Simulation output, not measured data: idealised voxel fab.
Presented below is a process module, voxel released beams.
For reference, the cross-section in this document is cut, with width 160 nm and square cells of 5 nm.
Cross-section spec: square-cell grid; bands listed top down; each band is one or more rows.
Read a band's entry like this: the first values are the height of its top and the height of its bottom in nm, and what follows is the sequence of materials from left to right, each with its width in nm. Note that "empty" is empty space, and that a single material marked "full width" reaches across the band from edge to edge.
Heights are measured from 0, the level below which the as-received wafer is all one material; the lowest band has no bottom and continues downward, written as in "0 and below".
A width given as "30..40" starts at the first number in the band's top row and ends at the second number in its bottom row, shifting by an equal amount at every step from row to row.
What does "nothing was modified" mean for a step? It means no cell of the cross-section changed in that step.
"Enclosed internal cavities" specifies each empty space that is not open to the top and that occupies no fewer than 8 cells, using the form width x height at distance, the distance measured from the left edge and all three quantities in nm.
What comes after the settings on a step's line is commentary from the simulator itself on that step.
The optional step-line setting "overlay nm" applies to steps with a mask and quantifies how far to the right of its planned location the mask lay, a negative value indicating leftward placement.
List of planned process steps
1 RECEIVE, material Si
2 CONFORMAL_DEP, material Al2O3, thk nm 5
3 DIRECTIONAL_DEP, material SiO2, thk nm 20
4 DIRECTIONAL_DEP, material aC, thk nm 5
5 PATTERN, tone open, mask id ANCHOR, material resist, width nm 35, thk nm 30, overlay nm 0
6 DIRECTIONAL_ETCH, etch materials aC, depth nm 15
7 STRIP, etch materials resist
8 DIRECTIONAL_ETCH, etch materials SiO2, depth nm 20
9 STRIP, etch materials aC
10 CONFORMAL_DEP, material W, thk nm 10
11 DIRECTIONAL_DEP, material aC, thk nm 10
12 PATTERN, tone cover, mask id BEAM, material resist, width nm 110, thk nm 30, overlay nm 0
13 DIRECTIONAL_ETCH, etch materials aC, depth nm 10
14 STRIP, etch materials resist
15 DIRECTIONAL_ETCH, etch materials W, depth nm 10
16 STRIP, etch materials aC
17 STRIP, etch materials SiO2
varied across the wafers: thk nm of step 4. The plan shows the first wafer's value. All wafers start alike
First of several wafers, received after step 1, in cross-section
> 0 and below = Si full width
> Enclosed internal cavities: none
Wafer rows; end of module; cells per material since receipt: (+) gained, (-) lost; then closed voids
thk nm 5, +32 Al2O3, +60 W, Enclosed internal cavities: none
thk nm 10, +32 Al2O3, +60 W, Enclosed internal cavities: none
thk nm 15, +32 Al2O3, +60 W, Enclosed internal cavities: none
thk nm 20, +32 Al2O3, Enclosed internal cavities: none
thk nm 25, +32 Al2O3, Enclosed internal cavities: none
thk nm 30, +32 Al2O3, Enclosed internal cavities: none
